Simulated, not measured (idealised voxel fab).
The following process module bears the name voxel capacitor over wiring.
Each square cell in cross-section cut measures 5 nm, and the section as a whole is 225 nm wide.
Square cells in a grid make up a cross-section in this document, and the grid is given as bands, listed from the top down, each one or more rows of cells.
The entry gives the band's vertical extent as a top height and a bottom height in nm, then its horizontal make-up as materials from left to right, each with a width in nm. "empty" stands for empty space; a single material marked "edge to edge" fills the band edge to edge.
A quick word on heights: they are counted from 0, and under that level the wafer as it came to us is one material throughout. The lowest band is different from the rest in having no bottom; it simply continues downward, written as in "0 nm and below".
When a width is written as two numbers, as in "30..40", the first number is the width in the top row of cells of the band and the second is the width in its bottom row, and the width changes by the same amount from each row to the next.
When a step is marked "no alteration", none of the cells in the cross-section changed during that step.
"Closed void listing" lists enclosed empty spaces (at least 8 cells, no open path upward to the top), each as width x height at distance from the left edge, in nm.
If you see something after the settings on a step's line, that's the simulator's own remark about that step.
overlay nm: on a step with a mask, how far right of its planned place the mask lay; negative means left.

[Process steps foreseen in the plan]
1,RECEIVE (material Si)
2,CONFORMAL_DEP (material SiO2; thk nm 15)
3,CONFORMAL_DEP (material SiN; thk nm 5)
4,DIRECTIONAL_DEP (material SiO2; thk nm 25)
5,PATTERN (tone open; mask id METAL_1; material resist; width nm 30; pitch nm 80; thk nm 15; overlay nm 0)
6,DIRECTIONAL_ETCH (etch materials SiO2; depth nm 25)
7,DIRECTIONAL_ETCH (etch materials SiN; depth nm 5)
8,STRIP (etch materials resist)
9,CONFORMAL_DEP (material TiN; thk nm 5)
10,FILL_DEP (material W; thk nm 10)
11,CMP (height nm 45)
12,CONFORMAL_DEP (material SiCN; thk nm 5)
13,DIRECTIONAL_DEP (material lowk; thk nm 5)
14,PATTERN (tone open; mask id PLUG_1; material resist; width nm 15; thk nm 20; overlay nm 0)
15,DIRECTIONAL_ETCH (etch materials lowk; depth nm 15)
16,DIRECTIONAL_ETCH (etch materials SiCN; depth nm 5)
17,STRIP (etch materials resist)
18,EPI (material Ru; thk nm 10)
19,EPI (material Ru; thk nm 10)
20,DIRECTIONAL_DEP (material TiN; thk nm 10)
21,DIRECTIONAL_DEP (material HfO2; thk nm 5)
22,DIRECTIONAL_DEP (material TiN; thk nm 10)
23,MASKED_ETCH (tone cover; mask id UPPER_PLATE; width nm 55; etch materials TiN; depth nm 10; overlay nm 0)
24,MASKED_ETCH (tone cover; mask id UPPER_PLATE; width nm 55; etch materials HfO2; depth nm 5; overlay nm 0)
25,MASKED_ETCH (tone cover; mask id LOWER_PLATE; width nm 65; etch materials TiN; depth nm 10; overlay nm 0)
26,FILL_DEP (material SiO2; thk nm 20)
27,CMP (height nm 105)
28,PATTERN (tone open; mask id PLUG_2; material resist; width nm 15; thk nm 15; overlay nm 0)
29,DIRECTIONAL_ETCH (etch materials SiO2; depth nm 15)
30,STRIP (etch materials resist)
31,CONFORMAL_DEP (material TiN; thk nm 5)
32,FILL_DEP (material Ru; thk nm 10)
33,CMP (height nm 105)
34,CONFORMAL_DEP (material SiN; thk nm 5)
The wafers are alike at the start. At step 13, their thk nm differs. The plan lists the first wafer's value.

[First of several wafers, received after step 1, in cross-section]
    0 nm and below | Si edge to edge
    Closed void listing: none

[First of several wafers, sectioned at end of module (last step: step 34)]
    110 nm to 105 nm | SiN edge to edge
    105 nm to 95 nm | SiO2 80 nm | TiN 5 nm | Ru 5 nm | TiN 5 nm | SiO2 130 nm
    95 nm to 90 nm | SiO2 80 nm | TiN 15 nm | SiO2 130 nm
    90 nm to 80 nm | SiO2 70 nm | TiN 25 nm | SiO2 130 nm
    80 nm to 75 nm | SiO2 70 nm | HfO2 25 nm | TiN 30 nm | SiO2 100 nm
    75 nm to 70 nm | SiO2 65 nm | TiN 60 nm | SiO2 100 nm
    70 nm to 65 nm | SiO2 65 nm | TiN 30 nm | HfO2 30 nm | SiO2 100 nm
    65 nm to 55 nm | SiO2 60 nm | Ru 35 nm | TiN 35 nm | SiO2 95 nm
    55 nm to 50 nm | lowk 70 nm | Ru 15 nm | lowk 140 nm
    50 nm to 45 nm | SiCN 70 nm | Ru 15 nm | SiCN 140 nm
    45 nm to 20 nm | SiO2 55 nm | TiN 5 nm | W 20 nm | TiN 5 nm | SiO2 50 nm | TiN 5 nm | W 20 nm | TiN 5 nm | SiO2 60 nm
    20 nm to 15 nm | SiN 55 nm | TiN 30 nm | SiN 50 nm | TiN 30 nm | SiN 60 nm
    15 nm to 0 nm | SiO2 edge to edge
    0 nm and below | Si edge to edge
    Closed void listing: none

[Of the several wafers, the last: cross-section at the end of the module]
    110 nm to 105 nm | SiN edge to edge
    105 nm to 95 nm | SiO2 80 nm | TiN 45 nm | SiO2 100 nm
    95 nm to 90 nm | SiO2 80 nm | TiN 5 nm | HfO2 40 nm | SiO2 100 nm
    90 nm to 80 nm | SiO2 65 nm | TiN 65 nm | SiO2 95 nm
    80 nm to 75 nm | lowk 70 nm | HfO2 15 nm | lowk 140 nm
    75 nm to 65 nm | lowk 70 nm | TiN 15 nm | lowk 140 nm
    65 nm to 50 nm | lowk edge to edge
    50 nm to 45 nm | SiCN edge to edge
    45 nm to 20 nm | SiO2 55 nm | TiN 5 nm | W 20 nm | TiN 5 nm | SiO2 50 nm | TiN 5 nm | W 20 nm | TiN 5 nm | SiO2 60 nm
    20 nm to 15 nm | SiN 55 nm | TiN 30 nm | SiN 50 nm | TiN 30 nm | SiN 60 nm
    15 nm to 0 nm | SiO2 edge to edge
    0 nm and below | Si edge to edge
    Closed void listing: none

[The rows of the table below are wafers. Looking at the end of the module, a row counts, for every material, the cells the wafer has gained, shown as (+), or lost, shown as (-), since it was received; its closed voids come next]
thk nm 5; +11 HfO2; +22 Ru; +42 SiCN; +78 SiN; +668 SiO2; +87 TiN; +40 W; +42 lowk; Closed void listing: none
thk nm 10; +11 HfO2; +16 Ru; +42 SiCN; +78 SiN; +632 SiO2; +87 TiN; +40 W; +84 lowk; Closed void listing: none
thk nm 15; +11 HfO2; +14 Ru; +42 SiCN; +78 SiN; +592 SiO2; +87 TiN; +40 W; +126 lowk; Closed void listing: none
thk nm 20; +11 HfO2; +1 Ru; +45 SiCN; +78 SiN; +558 SiO2; +86 TiN; +40 W; +171 lowk; Closed void listing: none
thk nm 25; +11 HfO2; +45 SiCN; +78 SiN; +515 SiO2; +85 TiN; +40 W; +216 lowk; Closed void listing: none
thk nm 30; +11 HfO2; +45 SiCN; +78 SiN; +472 SiO2; +83 TiN; +40 W; +261 lowk; Closed void listing: none
